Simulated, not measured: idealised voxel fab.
This section sets out a process module, namely voxel capacitor over wiring.
Cross-sectional view cut (width: 245 nm; square cell size: 5 nm).
In this document a cross-section is written as a grid of square cells. It is given as a series of bands, listed from the top down, and a band is one or more rows of cells.
This entry defines a band. It first specifies the height of the band's top and the height of its bottom in nm, and then specifies the band's materials from left to right, stating each material with its width in nm. The word "full width" identifies a single material that fills the band from edge to edge, while the word "empty" identifies empty space.
A quick word on heights: they are counted from 0, and under that level the wafer as it came to us is one material throughout. The lowest band is different from the rest in having no bottom; it simply continues downward, written as in "top 0, no bottom".
Width: "30..40" (first number = top row, second number = bottom row, same change from row to row of cells).
"nothing got changed", as given for a step, is the statement that not any cell of the cross-section underwent a change during that step.
Enclosed void listing: empty space of 8 cells or more with no open way to the top, each as width x height at its distance from the left edge, in nm
On each step's line, the part that comes after the settings is the simulator's own comment on the step.
You can add "overlay nm" to a step's line. For a step with a mask, it describes how far the mask lay to the right of its planned position, and a negative number describes a lay to the left.
[Intended process steps]
1. RECEIVE with material Si
2. CONFORMAL_DEP with material SiO2, thk nm 15
3. DIRECTIONAL_DEP with material TiN, thk nm 5
4. DIRECTIONAL_DEP with material Ru, thk nm 20
5. PATTERN with tone cover, mask id METAL_1, material resist, width nm 25, pitch nm 75, thk nm 20, overlay nm 0
6. DIRECTIONAL_ETCH with etch materials Ru, depth nm 20
7. DIRECTIONAL_ETCH with etch materials TiN, depth nm 5
8. STRIP with etch materials resist
9. CONFORMAL_DEP with material SiN, thk nm 5
10. FILL_DEP with material lowk, thk nm 10
11. CMP with height nm 40
12. CONFORMAL_DEP with material SiCN, thk nm 5
13. DIRECTIONAL_DEP with material SiO2, thk nm 10
14. PATTERN with tone open, mask id PLUG_1, material resist, width nm 15, thk nm 20, overlay nm -15
15. DIRECTIONAL_ETCH with etch materials SiO2, depth nm 10
16. DIRECTIONAL_ETCH with etch materials SiCN, depth nm 5
17. STRIP with etch materials resist
18. CONFORMAL_DEP with material TiN, thk nm 5
19. FILL_DEP with material Ru, thk nm 5
20. CMP with height nm 55
21. DIRECTIONAL_DEP with material TiN, thk nm 5
22. DIRECTIONAL_DEP with material HfO2, thk nm 5
23. DIRECTIONAL_DEP with material TiN, thk nm 10
24. DIRECTIONAL_DEP with material aC, thk nm 10
25. PATTERN with tone cover, mask id UPPER_PLATE, material resist, width nm 55, thk nm 30, overlay nm 0
26. DIRECTIONAL_ETCH with etch materials aC, depth nm 10
27. STRIP with etch materials resist
28. DIRECTIONAL_ETCH with etch materials TiN, depth nm 10
29. DIRECTIONAL_ETCH with etch materials HfO2, depth nm 5
30. STRIP with etch materials aC
31. DIRECTIONAL_DEP with material aC, thk nm 15
32. PATTERN with tone cover, mask id LOWER_PLATE, material resist, width nm 65, thk nm 30, overlay nm 0
33. DIRECTIONAL_ETCH with etch materials aC, depth nm 15
34. STRIP with etch materials resist
35. DIRECTIONAL_ETCH with etch materials TiN, depth nm 5
36. STRIP with etch materials aC
37. FILL_DEP with material SiO2, thk nm 20
38. CMP with height nm 90
39. DIRECTIONAL_DEP with material aC, thk nm 10
40. PATTERN with tone open, mask id PLUG_2, material resist, width nm 15, thk nm 30, overlay nm 0
41. DIRECTIONAL_ETCH with etch materials aC, depth nm 10
42. STRIP with etch materials resist
43. DIRECTIONAL_ETCH with etch materials SiO2, depth nm 15
44. STRIP with etch materials aC
45. CONFORMAL_DEP with material TiN, thk nm 5
46. FILL_DEP with material Cu, thk nm 10
47. CMP with height nm 90
48. CONFORMAL_DEP with material SiCN, thk nm 5
Quick note for whoever runs this: the wafers start identical, but the overlay nm at step 14 isn't the same across them. The plan just shows what the first wafer had.
[As received, i.e. after step 1: cross-section through the first of several wafers]
    top 0, no bottom | Si full width
    Enclosed void listing: none
[Per wafer, end of module: cells gained (+) or lost (-) per material since receipt, then closed voids]
overlay nm -15 | +2 Cu | +11 HfO2 | +42 Ru | +95 SiCN | +55 SiN | +527 SiO2 | +59 TiN | +140 lowk | Enclosed void listing: none
overlay nm -10 | +2 Cu | +11 HfO2 | +42 Ru | +95 SiCN | +55 SiN | +527 SiO2 | +59 TiN | +140 lowk | Enclosed void listing: none
overlay nm -5 | +2 Cu | +11 HfO2 | +42 Ru | +95 SiCN | +55 SiN | +527 SiO2 | +59 TiN | +140 lowk | Enclosed void listing: none
overlay nm 0 | +2 Cu | +11 HfO2 | +42 Ru | +95 SiCN | +55 SiN | +527 SiO2 | +59 TiN | +140 lowk | Enclosed void listing: none
overlay nm 5 | +2 Cu | +11 HfO2 | +42 Ru | +95 SiCN | +55 SiN | +527 SiO2 | +59 TiN | +140 lowk | Enclosed void listing: none
overlay nm 10 | +2 Cu | +11 HfO2 | +42 Ru | +95 SiCN | +55 SiN | +527 SiO2 | +59 TiN | +140 lowk | Enclosed void listing: none
overlay nm 15 | +2 Cu | +11 HfO2 | +42 Ru | +95 SiCN | +55 SiN | +527 SiO2 | +59 TiN | +140 lowk | Enclosed void listing: none
